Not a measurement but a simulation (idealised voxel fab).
The following process module bears the name voxel self aligned contacts.
Section shown: cut. Width: 295 nm. Cell size: 5 nm, square.
Format of a cross-section: grid, square cells. Given as bands. Order: top down. Band: one or more rows of cells.
This entry defines a band. It first specifies the height of the band's top and the height of its bottom in nm, and then specifies the band's materials from left to right, stating each material with its width in nm. The word "everywhere" identifies a single material that fills the band from edge to edge, while the word "empty" identifies empty space.
Heads up on the height convention: 0 is the point under which the incoming wafer is all one material, and the lowest band has no bottom, it just keeps going down, like "top 0, no bottom".
Graded width ("30 to 40"): value in top row of band = first number; value in bottom row = second number; row-to-row change constant.
The designation "everything unchanged", where it is given for a processing step, indicates that no cell of the cross-section was altered in the course of that step.
Voids not open to the top, 8 cells minimum: see "Closed internal voids". Written width x height at distance; distance is from the left edge; nm.
On a step's line, text after the settings is the simulator commenting on that step.
A step line may carry the setting "overlay nm", which, for steps involving a mask, states the distance by which the mask lay to the right of its intended position; negative values denote displacement to the left.

[Steps planned for the process]
step 1: op RECEIVE | material Si
step 2: op CONFORMAL_DEP | material SiO2 | thk nm 5
step 3: op DIRECTIONAL_DEP | material polySi | thk nm 20
step 4: op DIRECTIONAL_DEP | material SiN | thk nm 25
step 5: op DIRECTIONAL_DEP | material aC | thk nm 15
step 6: op PATTERN | tone cover | mask id GATE | material resist | width nm 25 | pitch nm 65 | thk nm 30 | overlay nm 0
step 7: op DIRECTIONAL_ETCH | etch materials aC | depth nm 15
step 8: op STRIP | etch materials resist
step 9: op DIRECTIONAL_ETCH | etch materials SiN | depth nm 25
step 10: op DIRECTIONAL_ETCH | etch materials polySi | depth nm 20
step 11: op STRIP | etch materials aC
step 12: op CONFORMAL_DEP | material SiN | thk nm 10
step 13: op DIRECTIONAL_ETCH | etch materials SiN | depth nm 10
step 14: op FILL_DEP | material SiO2 | thk nm 15
step 15: op CMP | height nm 60
step 16: op DIRECTIONAL_DEP | material aC | thk nm 10
step 17: op PATTERN | tone open | mask id CONTACT | material resist | width nm 50 | pitch nm 65 | thk nm 25 | overlay nm 0
step 18: op DIRECTIONAL_ETCH | etch materials aC | depth nm 10
step 19: op STRIP | etch materials resist
step 20: op DIRECTIONAL_ETCH | etch materials SiO2 | depth nm 60
step 21: op STRIP | etch materials aC
step 22: op CONFORMAL_DEP | material TiN | thk nm 5
step 23: op FILL_DEP | material Ru | thk nm 10
step 24: op CMP | height nm 60
step 25: op CONFORMAL_DEP | material SiN | thk nm 5

[The first wafer of two, processed as planned]

[As-received wafer cross-section (after step 1)]
    top 0, no bottom | Si everywhere
    Closed internal voids: none

[So this is the wafer cross-section right after step 2]
    top 5, bottom 0 | SiO2 everywhere
    No changes below 0.

[So this is the wafer cross-section right after step 3]
    top 25, bottom 5 | polySi everywhere
    No changes below 5.

[So this is the wafer cross-section right after step 4]
    top 50, bottom 25 | SiN everywhere
    No changes below 25.

[So this is the wafer cross-section right after step 5]
    top 65, bottom 50 | aC everywhere
    No changes below 50.

[So this is the wafer cross-section right after step 6]
    top 95, bottom 65 | empty (70)  resist (25)  empty (40)  resist (25)  empty (40)  resist (25)  empty (70)
    No changes below 65.

[So this is the wafer cross-section right after step 7]
    top 80, bottom 65 | empty (70)  resist (25)  empty (40)  resist (25)  empty (40)  resist (25)  empty (70)
    top 65, bottom 50 | empty (70)  aC (25)  empty (40)  aC (25)  empty (40)  aC (25)  empty (70)
    No changes below 50.

[So this is the wafer cross-section right after step 8]
    top 65, bottom 50 | empty (70)  aC (25)  empty (40)  aC (25)  empty (40)  aC (25)  empty (70)
    No changes below 50.

[So this is the wafer cross-section right after step 9]
    top 65, bottom 50 | empty (70)  aC (25)  empty (40)  aC (25)  empty (40)  aC (25)  empty (70)
    top 50, bottom 25 | empty (70)  SiN (25)  empty (40)  SiN (25)  empty (40)  SiN (25)  empty (70)
    No changes below 25.

[So this is the wafer cross-section right after step 10]
    top 65, bottom 50 | empty (70)  aC (25)  empty (40)  aC (25)  empty (40)  aC (25)  empty (70)
    top 50, bottom 25 | empty (70)  SiN (25)  empty (40)  SiN (25)  empty (40)  SiN (25)  empty (70)
    top 25, bottom 5 | empty (70)  polySi (25)  empty (40)  polySi (25)  empty (40)  polySi (25)  empty (70)
    No changes below 5.

[So this is the wafer cross-section right after step 11]
    top 50, bottom 25 | empty (70)  SiN (25)  empty (40)  SiN (25)  empty (40)  SiN (25)  empty (70)
    No changes below 25.

[So this is the wafer cross-section right after step 12]
    top 60, bottom 25 | empty (60)  SiN (45)  empty (20)  SiN (45)  empty (20)  SiN (45)  empty (60)
    top 25, bottom 15 | empty (60)  SiN (10)  polySi (25)  SiN (10)  empty (20)  SiN (10)  polySi (25)  SiN (10)  empty (20)  SiN (10)  polySi (25)  SiN (10)  empty (60)
    top 15, bottom 5 | SiN (70)  polySi (25)  SiN (40)  polySi (25)  SiN (40)  polySi (25)  SiN (70)
    No changes below 5.

[So this is the wafer cross-section right after step 13]
    top 50, bottom 25 | empty (60)  SiN (45)  empty (20)  SiN (45)  empty (20)  SiN (45)  empty (60)
    top 25, bottom 5 | empty (60)  SiN (10)  polySi (25)  SiN (10)  empty (20)  SiN (10)  polySi (25)  SiN (10)  empty (20)  SiN (10)  polySi (25)  SiN (10)  empty (60)
    No changes below 5.

[So this is the wafer cross-section right after step 14]
    top 65, bottom 50 | SiO2 everywhere
    top 50, bottom 25 | SiO2 (60)  SiN (45)  SiO2 (20)  SiN (45)  SiO2 (20)  SiN (45)  SiO2 (60)
    top 25, bottom 5 | SiO2 (60)  SiN (10)  polySi (25)  SiN (10)  SiO2 (20)  SiN (10)  polySi (25)  SiN (10)  SiO2 (20)  SiN (10)  polySi (25)  SiN (10)  SiO2 (60)
    No changes below 5.

[So this is the wafer cross-section right after step 15]
    top 60, bottom 50 | SiO2 everywhere
    No changes below 50.

[So this is the wafer cross-section right after step 16]
    top 70, bottom 60 | aC everywhere
    No changes below 60.

[So this is the wafer cross-section right after step 17]
    top 95, bottom 70 | resist (90)  empty (50)  resist (15)  empty (50)  resist (90)
    No changes below 70.

[So this is the wafer cross-section right after step 18]
    top 85, bottom 70 | resist (90)  empty (50)  resist (15)  empty (50)  resist (90)
    top 70, bottom 60 | aC (90)  empty (50)  aC (15)  empty (50)  aC (90)
    No changes below 60.

[So this is the wafer cross-section right after step 19]
    top 70, bottom 60 | aC (90)  empty (50)  aC (15)  empty (50)  aC (90)
    No changes below 60.

[So this is the wafer cross-section right after step 20]
    top 70, bottom 60 | aC (90)  empty (50)  aC (15)  empty (50)  aC (90)
    top 60, bottom 50 | SiO2 (90)  empty (50)  SiO2 (15)  empty (50)  SiO2 (90)
    top 50, bottom 25 | SiO2 (60)  SiN (45)  empty (20)  SiN (45)  empty (20)  SiN (45)  SiO2 (60)
    top 25, bottom 5 | SiO2 (60)  SiN (10)  polySi (25)  SiN (10)  empty (20)  SiN (10)  polySi (25)  SiN (10)  empty (20)  SiN (10)  polySi (25)  SiN (10)  SiO2 (60)
    top 5, bottom 0 | SiO2 (105)  empty (20)  SiO2 (45)  empty (20)  SiO2 (105)
    No changes below 0.

[So this is the wafer cross-section right after step 21]
    top 60, bottom 50 | SiO2 (90)  empty (50)  SiO2 (15)  empty (50)  SiO2 (90)
    No changes below 50.

[So this is the wafer cross-section right after step 22]
    top 65, bottom 60 | TiN (95)  empty (40)  TiN (25)  empty (40)  TiN (95)
    top 60, bottom 50 | SiO2 (90)  TiN (5 to 20)  empty (40 to 10)  TiN (5 to 20)  SiO2 (15)  TiN (5 to 20)  empty (40 to 10)  TiN (5 to 20)  SiO2 (90)
    top 50, bottom 25 | SiO2 (60)  SiN (45)  TiN (5)  empty (10)  TiN (5)  SiN (45)  TiN (5)  empty (10)  TiN (5)  SiN (45)  SiO2 (60)
    top 25, bottom 5 | SiO2 (60)  SiN (10)  polySi (25)  SiN (10)  TiN (5)  empty (10)  TiN (5)  SiN (10)  polySi (25)  SiN (10)  TiN (5)  empty (10)  TiN (5)  SiN (10)  polySi (25)  SiN (10)  SiO2 (60)
    top 5, bottom 0 | SiO2 (105)  TiN (20)  SiO2 (45)  TiN (20)  SiO2 (105)
    No changes below 0.

[So this is the wafer cross-section right after step 23]
    top 75, bottom 65 | Ru everywhere
    top 65, bottom 60 | TiN (95)  Ru (40)  TiN (25)  Ru (40)  TiN (95)
    top 60, bottom 50 | SiO2 (90)  TiN (5 to 20)  Ru (40 to 10)  TiN (5 to 20)  SiO2 (15)  TiN (5 to 20)  Ru (40 to 10)  TiN (5 to 20)  SiO2 (90)
    top 50, bottom 25 | SiO2 (60)  SiN (45)  TiN (5)  Ru (10)  TiN (5)  SiN (45)  TiN (5)  Ru (10)  TiN (5)  SiN (45)  SiO2 (60)
    top 25, bottom 5 | SiO2 (60)  SiN (10)  polySi (25)  SiN (10)  TiN (5)  Ru (10)  TiN (5)  SiN (10)  polySi (25)  SiN (10)  TiN (5)  Ru (10)  TiN (5)  SiN (10)  polySi (25)  SiN (10)  SiO2 (60)
    No changes below 5.

[So this is the wafer cross-section right after step 24]
    top 60, bottom 50 | SiO2 (90)  TiN (5 to 20)  Ru (40 to 10)  TiN (5 to 20)  SiO2 (15)  TiN (5 to 20)  Ru (40 to 10)  TiN (5 to 20)  SiO2 (90)
    No changes below 50.

[So this is the wafer cross-section right after step 25]
    top 65, bottom 60 | SiN everywhere
    No changes below 60.

[Wafer two. Identical start, identical plan. One mistake in execution. Identical history through step 5]

[Second wafer profile in section, at the moment step 6 of the plan was meant to be complete]
    top 95, bottom 65 | resist (70)  empty (25)  resist (40)  empty (25)  resist (40)  empty (25)  resist (70)
    No changes below 65.

[Second wafer profile in section, at the moment step 7 of the plan was meant to be complete]
    top 80, bottom 65 | resist (70)  empty (25)  resist (40)  empty (25)  resist (40)  empty (25)  resist (70)
    top 65, bottom 50 | aC (70)  empty (25)  aC (40)  empty (25)  aC (40)  empty (25)  aC (70)
    No changes below 50.

[Second wafer profile in section, at the moment step 8 of the plan was meant to be complete]
    top 65, bottom 50 | aC (70)  empty (25)  aC (40)  empty (25)  aC (40)  empty (25)  aC (70)
    No changes below 50.

[Second wafer profile in section, at the moment step 9 of the plan was meant to be complete]
    top 65, bottom 50 | aC (70)  empty (25)  aC (40)  empty (25)  aC (40)  empty (25)  aC (70)
    top 50, bottom 25 | SiN (70)  empty (25)  SiN (40)  empty (25)  SiN (40)  empty (25)  SiN (70)
    No changes below 25.

[Second wafer profile in section, at the moment step 10 of the plan was meant to be complete]
    top 65, bottom 50 | aC (70)  empty (25)  aC (40)  empty (25)  aC (40)  empty (25)  aC (70)
    top 50, bottom 25 | SiN (70)  empty (25)  SiN (40)  empty (25)  SiN (40)  empty (25)  SiN (70)
    top 25, bottom 5 | polySi (70)  empty (25)  polySi (40)  empty (25)  polySi (40)  empty (25)  polySi (70)
    No changes below 5.

[Second wafer profile in section, at the moment step 11 of the plan was meant to be complete]
    top 50, bottom 25 | SiN (70)  empty (25)  SiN (40)  empty (25)  SiN (40)  empty (25)  SiN (70)
    No changes below 25.

[Second wafer profile in section, at the moment step 12 of the plan was meant to be complete]
    top 60, bottom 25 | SiN (80)  empty (5)  SiN (60)  empty (5)  SiN (60)  empty (5)  SiN (80)
    top 25, bottom 15 | polySi (70)  SiN (10)  empty (5)  SiN (10)  polySi (40)  SiN (10)  empty (5)  SiN (10)  polySi (40)  SiN (10)  empty (5)  SiN (10)  polySi (70)
    top 15, bottom 5 | polySi (70)  SiN (25)  polySi (40)  SiN (25)  polySi (40)  SiN (25)  polySi (70)
    No changes below 5.

[Second wafer profile in section, at the moment step 13 of the plan was meant to be complete]
    top 50, bottom 25 | SiN (80)  empty (5)  SiN (60)  empty (5)  SiN (60)  empty (5)  SiN (80)
    top 25, bottom 5 | polySi (70)  SiN (10)  empty (5)  SiN (10)  polySi (40)  SiN (10)  empty (5)  SiN (10)  polySi (40)  SiN (10)  empty (5)  SiN (10)  polySi (70)
    No changes below 5.

[Second wafer profile in section, at the moment step 14 of the plan was meant to be complete]
    top 65, bottom 50 | SiO2 everywhere
    top 50, bottom 25 | SiN (80)  SiO2 (5)  SiN (60)  SiO2 (5)  SiN (60)  SiO2 (5)  SiN (80)
    top 25, bottom 5 | polySi (70)  SiN (10)  SiO2 (5)  SiN (10)  polySi (40)  SiN (10)  SiO2 (5)  SiN (10)  polySi (40)  SiN (10)  SiO2 (5)  SiN (10)  polySi (70)
    No changes below 5.

[Second wafer profile in section, at the moment step 15 of the plan was meant to be complete]
    top 60, bottom 50 | SiO2 everywhere
    No changes below 50.

[Second wafer profile in section, at the moment step 16 of the plan was meant to be complete]
    top 70, bottom 60 | aC everywhere
    No changes below 60.

[Second wafer profile in section, at the moment step 17 of the plan was meant to be complete]
    top 95, bottom 70 | resist (90)  empty (50)  resist (15)  empty (50)  resist (90)
    No changes below 70.

[Second wafer profile in section, at the moment step 18 of the plan was meant to be complete]
    top 85, bottom 70 | resist (90)  empty (50)  resist (15)  empty (50)  resist (90)
    top 70, bottom 60 | aC (90)  empty (50)  aC (15)  empty (50)  aC (90)
    No changes below 60.

[Second wafer profile in section, at the moment step 19 of the plan was meant to be complete]
    top 70, bottom 60 | aC (90)  empty (50)  aC (15)  empty (50)  aC (90)
    No changes below 60.

[Second wafer profile in section, at the moment step 20 of the plan was meant to be complete]
    top 70, bottom 60 | aC (90)  empty (50)  aC (15)  empty (50)  aC (90)
    top 60, bottom 50 | SiO2 (90)  empty (50)  SiO2 (15)  empty (50)  SiO2 (90)
    No changes below 50.

[Second wafer profile in section, at the moment step 21 of the plan was meant to be complete]
    top 60, bottom 50 | SiO2 (90)  empty (50)  SiO2 (15)  empty (50)  SiO2 (90)
    No changes below 50.

[Second wafer profile in section, at the moment step 22 of the plan was meant to be complete]
    top 65, bottom 60 | TiN (95)  empty (40)  TiN (25)  empty (40)  TiN (95)
    top 60, bottom 55 | SiO2 (90)  TiN (5)  empty (40)  TiN (5)  SiO2 (15)  TiN (5)  empty (40)  TiN (5)  SiO2 (90)
    top 55, bottom 50 | SiO2 (90)  TiN (50)  SiO2 (15)  TiN (50)  SiO2 (90)
    No changes below 50.

[Second wafer profile in section, at the moment step 23 of the plan was meant to be complete]
    top 75, bottom 65 | Ru everywhere
    top 65, bottom 60 | TiN (95)  Ru (40)  TiN (25)  Ru (40)  TiN (95)
    top 60, bottom 55 | SiO2 (90)  TiN (5)  Ru (40)  TiN (5)  SiO2 (15)  TiN (5)  Ru (40)  TiN (5)  SiO2 (90)
    No changes below 55.

[Second wafer profile in section, at the moment step 24 of the plan was meant to be complete]
    top 60, bottom 55 | SiO2 (90)  TiN (5)  Ru (40)  TiN (5)  SiO2 (15)  TiN (5)  Ru (40)  TiN (5)  SiO2 (90)
    No changes below 55.

[Second wafer profile in section, at the moment step 25 of the plan was meant to be complete]
    top 65, bottom 60 | SiN everywhere
    No changes below 60.
Nonconformance to the process plan: the process deviated at step 6: the operation and settings actually run there were op PATTERN | tone open | mask id GATE | material resist | width nm 25 | pitch nm 65 | thk nm 30 | overlay nm 0
In the final state, the cell counts of the second wafer exceed or fall short of those of the first for the following materials: Ru: 40 fewer, SiN: 145 more, SiO2: 181 fewer, TiN: 40 fewer, polySi: 116 more
